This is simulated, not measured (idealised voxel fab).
Process module heading - voxel capacitor over wiring
cross-section cut | 175 nm wide | cells 5 nm
Cross-section format: a grid of square cells, given as bands from top to bottom; each band is one or more rows of cells. Heads up on the band format: heights come first, top then bottom, in nm. After that it's the materials left to right, each with its width in nm. A single material flagged "full width" fills the whole band edge to edge, and "air" means there's empty space there. All heights in this document are referenced to 0, defined as the level beneath which the wafer, as received, consists entirely of one material. The lowest band is not bounded below; it extends indefinitely downward and is written in the form "from 0 down". It should be noted that a width expressed as "30..40" varies in equal increments from row to row of cells within the band, taking the value of the first number at the top row and that of the second number at the bottom row. For the purposes of this document, the phrase "everything unchanged" attached to a step denotes that no cell within the cross-section was modified by that step. Completely enclosed voids: empty space of 8 cells or more with no open way to the top, each as width x height at its distance from the left edge, in nm. Step line, after settings: the simulator's comment on this step. What "overlay nm" on a step's line means: if the step has a mask, that mask lay this far to the right of its planned place, or, when the value is negative, to the left.
Here's what the planned process steps look like:
| 1 | RECEIVE with material Si |
| 2 | CONFORMAL_DEP with material SiO2, thk nm 10 |
| 3 | DIRECTIONAL_DEP with material TiN, thk nm 5 |
| 4 | DIRECTIONAL_DEP with material W, thk nm 15 |
| 5 | PATTERN with tone cover, mask id METAL_1, material resist, width nm 25, pitch nm 75, thk nm 20, overlay nm 0 |
| 6 | DIRECTIONAL_ETCH with etch materials W, depth nm 15 |
| 7 | DIRECTIONAL_ETCH with etch materials TiN, depth nm 5 |
| 8 | STRIP with etch materials resist |
| 9 | CONFORMAL_DEP with material SiCN, thk nm 5 |
| 10 | FILL_DEP with material lowk, thk nm 5 |
| 11 | CMP with height nm 30 |
| 12 | CONFORMAL_DEP with material SiCN, thk nm 5 |
| 13 | DIRECTIONAL_DEP with material lowk, thk nm 10 |
| 14 | DIRECTIONAL_DEP with material aC, thk nm 15 |
| 15 | PATTERN with tone open, mask id PLUG_1, material resist, width nm 15, thk nm 35, overlay nm 0 |
| 16 | DIRECTIONAL_ETCH with etch materials aC, depth nm 15 |
| 17 | STRIP with etch materials resist |
| 18 | DIRECTIONAL_ETCH with etch materials lowk, depth nm 10 |
| 19 | DIRECTIONAL_ETCH with etch materials SiCN, depth nm 5 |
| 20 | STRIP with etch materials aC |
| 21 | EPI with material Ru, thk nm 10 |
| 22 | EPI with material Ru, thk nm 5 |
| 23 | DIRECTIONAL_DEP with material TiN, thk nm 5 |
| 24 | DIRECTIONAL_DEP with material Al2O3, thk nm 5 |
| 25 | DIRECTIONAL_DEP with material TiN, thk nm 5 |
| 26 | MASKED_ETCH with tone cover, mask id UPPER_PLATE, width nm 55, etch materials TiN, depth nm 5, overlay nm 0 |
| 27 | MASKED_ETCH with tone cover, mask id UPPER_PLATE, width nm 55, etch materials Al2O3, depth nm 5, overlay nm 0 |
| 28 | PATTERN with tone cover, mask id LOWER_PLATE, material resist, width nm 65, thk nm 20, overlay nm 0 |
| 29 | DIRECTIONAL_ETCH with etch materials TiN, depth nm 5 |
| 30 | STRIP with etch materials resist |
| 31 | FILL_DEP with material SiO2, thk nm 20 |
| 32 | CMP with height nm 75 |
| 33 | PATTERN with tone open, mask id PLUG_2, material resist, width nm 15, thk nm 20, overlay nm 0 |
| 34 | DIRECTIONAL_ETCH with etch materials SiO2, depth nm 15 |
| 35 | STRIP with etch materials resist |
| 36 | CONFORMAL_DEP with material TiN, thk nm 5 |
| 37 | FILL_DEP with material W, thk nm 5 |
| 38 | CMP with height nm 75 |
| 39 | CONFORMAL_DEP with material SiCN, thk nm 5 |
First of two wafers - as planned:
So this is the incoming wafer in cross-section - it's already been through step 1:
	from 0 down: Si full width
	Completely enclosed voids: none
State of the wafer after step 2, shown in cross-section:
	from 10 to 0: SiO2 full width
	Everything under 0 stays put, no change at all.
State of the wafer after step 3, shown in cross-section:
	from 15 to 10: TiN full width
	Everything under 10 stays put, no change at all.
State of the wafer after step 4, shown in cross-section:
	from 30 to 15: W full width
	Everything under 15 stays put, no change at all.
State of the wafer after step 5, shown in cross-section:
	from 50 to 30: air 35, then resist 25, then air 50, then resist 25, then air 40
	Everything under 30 stays put, no change at all.
State of the wafer after step 6, shown in cross-section:
	from 50 to 30: air 35, then resist 25, then air 50, then resist 25, then air 40
	from 30 to 15: air 35, then W 25, then air 50, then W 25, then air 40
	Everything under 15 stays put, no change at all.
State of the wafer after step 7, shown in cross-section:
	from 50 to 30: air 35, then resist 25, then air 50, then resist 25, then air 40
	from 30 to 15: air 35, then W 25, then air 50, then W 25, then air 40
	from 15 to 10: air 35, then TiN 25, then air 50, then TiN 25, then air 40
	Everything under 10 stays put, no change at all.
State of the wafer after step 8, shown in cross-section:
	from 30 to 15: air 35, then W 25, then air 50, then W 25, then air 40
	Everything under 15 stays put, no change at all.
State of the wafer after step 9, shown in cross-section:
	from 35 to 30: air 30, then SiCN 35, then air 40, then SiCN 35, then air 35
	from 30 to 15: air 30, then SiCN 5, then W 25, then SiCN 5, then air 40, then SiCN 5, then W 25, then SiCN 5, then air 35
	from 15 to 10: SiCN 35, then TiN 25, then SiCN 50, then TiN 25, then SiCN 40
	Everything under 10 stays put, no change at all.
State of the wafer after step 10, shown in cross-section:
	from 40 to 35: lowk full width
	from 35 to 30: lowk 30, then SiCN 35, then lowk 40, then SiCN 35, then lowk 35
	from 30 to 15: lowk 30, then SiCN 5, then W 25, then SiCN 5, then lowk 40, then SiCN 5, then W 25, then SiCN 5, then lowk 35
	Everything under 15 stays put, no change at all.
State of the wafer after step 11, shown in cross-section:
	from 30 to 15: lowk 30, then SiCN 5, then W 25, then SiCN 5, then lowk 40, then SiCN 5, then W 25, then SiCN 5, then lowk 35
	Everything under 15 stays put, no change at all.
State of the wafer after step 12, shown in cross-section:
	from 35 to 30: SiCN full width
	Everything under 30 stays put, no change at all.
State of the wafer after step 13, shown in cross-section:
	from 45 to 35: lowk full width
	Everything under 35 stays put, no change at all.
State of the wafer after step 14, shown in cross-section:
	from 60 to 45: aC full width
	Everything under 45 stays put, no change at all.
State of the wafer after step 15, shown in cross-section:
	from 95 to 60: resist 45, then air 15, then resist 115
	Everything under 60 stays put, no change at all.
State of the wafer after step 16, shown in cross-section:
	from 80 to 60: resist 45, then air 15, then resist 115
	from 60 to 45: aC 45, then air 15, then aC 115
	Everything under 45 stays put, no change at all.
State of the wafer after step 17, shown in cross-section:
	from 60 to 45: aC 45, then air 15, then aC 115
	Everything under 45 stays put, no change at all.
State of the wafer after step 18, shown in cross-section:
	from 60 to 45: aC 45, then air 15, then aC 115
	from 45 to 35: lowk 45, then air 15, then lowk 115
	Everything under 35 stays put, no change at all.
State of the wafer after step 19, shown in cross-section:
	from 60 to 45: aC 45, then air 15, then aC 115
	from 45 to 35: lowk 45, then air 15, then lowk 115
	from 35 to 30: SiCN 45, then air 15, then SiCN 115
	Everything under 30 stays put, no change at all.
State of the wafer after step 20, shown in cross-section:
	from 45 to 35: lowk 45, then air 15, then lowk 115
	Everything under 35 stays put, no change at all.
State of the wafer after step 21, shown in cross-section:
	from 45 to 40: lowk 45, then air 15, then lowk 115
	from 40 to 35: lowk 45, then Ru 15, then lowk 115
	from 35 to 30: SiCN 45, then Ru 15, then SiCN 115
	Everything under 30 stays put, no change at all.
State of the wafer after step 22, shown in cross-section:
	from 45 to 35: lowk 45, then Ru 15, then lowk 115
	Everything under 35 stays put, no change at all.
State of the wafer after step 23, shown in cross-section:
	from 50 to 45: TiN full width
	Everything under 45 stays put, no change at all.
State of the wafer after step 24, shown in cross-section:
	from 55 to 50: Al2O3 full width
	Everything under 50 stays put, no change at all.
State of the wafer after step 25, shown in cross-section:
	from 60 to 55: TiN full width
	Everything under 55 stays put, no change at all.
State of the wafer after step 26, shown in cross-section:
	from 60 to 55: air 45, then TiN 55, then air 75
	Everything under 55 stays put, no change at all.
State of the wafer after step 27, shown in cross-section:
	from 60 to 55: air 45, then TiN 55, then air 75
	from 55 to 50: air 45, then Al2O3 55, then air 75
	Everything under 50 stays put, no change at all.
State of the wafer after step 28, shown in cross-section:
	from 80 to 60: air 40, then resist 65, then air 70
	from 60 to 55: air 40, then resist 5, then TiN 55, then resist 5, then air 70
	from 55 to 50: air 40, then resist 5, then Al2O3 55, then resist 5, then air 70
	Everything under 50 stays put, no change at all.
State of the wafer after step 29, shown in cross-section:
	from 80 to 60: air 40, then resist 65, then air 70
	from 60 to 55: air 40, then resist 5, then TiN 55, then resist 5, then air 70
	from 55 to 50: air 40, then resist 5, then Al2O3 55, then resist 5, then air 70
	from 50 to 45: air 40, then TiN 65, then air 70
	Everything under 45 stays put, no change at all.
State of the wafer after step 30, shown in cross-section:
	from 60 to 55: air 45, then TiN 55, then air 75
	from 55 to 50: air 45, then Al2O3 55, then air 75
	Everything under 50 stays put, no change at all.
State of the wafer after step 31, shown in cross-section:
	from 80 to 60: SiO2 full width
	from 60 to 55: SiO2 45, then TiN 55, then SiO2 75
	from 55 to 50: SiO2 45, then Al2O3 55, then SiO2 75
	from 50 to 45: SiO2 40, then TiN 65, then SiO2 70
	Everything under 45 stays put, no change at all.
State of the wafer after step 32, shown in cross-section:
	from 75 to 60: SiO2 full width
	Everything under 60 stays put, no change at all.
State of the wafer after step 33, shown in cross-section:
	from 95 to 75: resist 55, then air 15, then resist 105
	Everything under 75 stays put, no change at all.
State of the wafer after step 34, shown in cross-section:
	from 95 to 75: resist 55, then air 15, then resist 105
	from 75 to 60: SiO2 55, then air 15, then SiO2 105
	Everything under 60 stays put, no change at all.
State of the wafer after step 35, shown in cross-section:
	from 75 to 60: SiO2 55, then air 15, then SiO2 105
	Everything under 60 stays put, no change at all.
State of the wafer after step 36, shown in cross-section:
	from 80 to 75: TiN 60, then air 5, then TiN 110
	from 75 to 65: SiO2 55, then TiN 5, then air 5, then TiN 5, then SiO2 105
	from 65 to 55: SiO2 55..45, then TiN 15..55, then SiO2 105..75
	Everything under 55 stays put, no change at all.
State of the wafer after step 37, shown in cross-section:
	from 85 to 80: W full width
	from 80 to 75: TiN 60, then W 5, then TiN 110
	from 75 to 65: SiO2 55, then TiN 5, then W 5, then TiN 5, then SiO2 105
	Everything under 65 stays put, no change at all.
State of the wafer after step 38, shown in cross-section:
	from 75 to 65: SiO2 55, then TiN 5, then W 5, then TiN 5, then SiO2 105
	Everything under 65 stays put, no change at all.
State of the wafer after step 39, shown in cross-section:
	from 80 to 75: SiCN full width
	Everything under 75 stays put, no change at all.
Second wafer. Start and plan as for the first. One mistake made in running. Agrees with the first up to and including step 23:
Second wafer cross-section, taken as of the time the plan sets for step 24 to be done:
	from 55 to 45: TiN full width
	Everything under 45 stays put, no change at all.
Second wafer cross-section, taken as of the time the plan sets for step 25 to be done:
	from 60 to 45: TiN full width
	Everything under 45 stays put, no change at all.
Second wafer cross-section, taken as of the time the plan sets for step 26 to be done:
	from 60 to 55: air 45, then TiN 55, then air 75
	Everything under 55 stays put, no change at all.
Second wafer cross-section, taken as of the time the plan sets for step 27 to be done: everything unchanged
Second wafer cross-section, taken as of the time the plan sets for step 28 to be done:
	from 80 to 60: air 40, then resist 65, then air 70
	from 60 to 55: air 40, then resist 5, then TiN 55, then resist 5, then air 70
	Everything under 55 stays put, no change at all.
Second wafer cross-section, taken as of the time the plan sets for step 29 to be done:
	from 80 to 60: air 40, then resist 65, then air 70
	from 60 to 55: air 40, then resist 5, then TiN 55, then resist 5, then air 70
	from 55 to 50: air 40, then TiN 65, then air 70
	Everything under 50 stays put, no change at all.
Second wafer cross-section, taken as of the time the plan sets for step 30 to be done:
	from 60 to 50: air 45..40, then TiN 55..65, then air 75..70
	Everything under 50 stays put, no change at all.
Second wafer cross-section, taken as of the time the plan sets for step 31 to be done:
	from 80 to 60: SiO2 full width
	from 60 to 50: SiO2 45..40, then TiN 55..65, then SiO2 75..70
	Everything under 50 stays put, no change at all.
Second wafer cross-section, taken as of the time the plan sets for step 32 to be done:
	from 75 to 60: SiO2 full width
	Everything under 60 stays put, no change at all.
Second wafer cross-section, taken as of the time the plan sets for step 33 to be done:
	from 95 to 75: resist 55, then air 15, then resist 105
	Everything under 75 stays put, no change at all.
Second wafer cross-section, taken as of the time the plan sets for step 34 to be done:
	from 95 to 75: resist 55, then air 15, then resist 105
	from 75 to 60: SiO2 55, then air 15, then SiO2 105
	Everything under 60 stays put, no change at all.
Second wafer cross-section, taken as of the time the plan sets for step 35 to be done:
	from 75 to 60: SiO2 55, then air 15, then SiO2 105
	Everything under 60 stays put, no change at all.
Second wafer cross-section, taken as of the time the plan sets for step 36 to be done:
	from 80 to 75: TiN 60, then air 5, then TiN 110
	from 75 to 65: SiO2 55, then TiN 5, then air 5, then TiN 5, then SiO2 105
	from 65 to 55: SiO2 55..45, then TiN 15..55, then SiO2 105..75
	Everything under 55 stays put, no change at all.
Second wafer cross-section, taken as of the time the plan sets for step 37 to be done:
	from 85 to 80: W full width
	from 80 to 75: TiN 60, then W 5, then TiN 110
	from 75 to 65: SiO2 55, then TiN 5, then W 5, then TiN 5, then SiO2 105
	Everything under 65 stays put, no change at all.
Second wafer cross-section, taken as of the time the plan sets for step 38 to be done:
	from 75 to 65: SiO2 55, then TiN 5, then W 5, then TiN 5, then SiO2 105
	Everything under 65 stays put, no change at all.
Second wafer cross-section, taken as of the time the plan sets for step 39 to be done:
	from 80 to 75: SiCN full width
	Everything under 75 stays put, no change at all.
In executing the process, a mistake was made relative to the plan: step 24 ran as: DIRECTIONAL_DEP with material TiN, thk nm 5
Upon completion, the second wafer contains, in terms of cells, a greater or smaller amount of certain materials than the first wafer: -11 Al2O3 | -24 SiO2 | +35 TiN
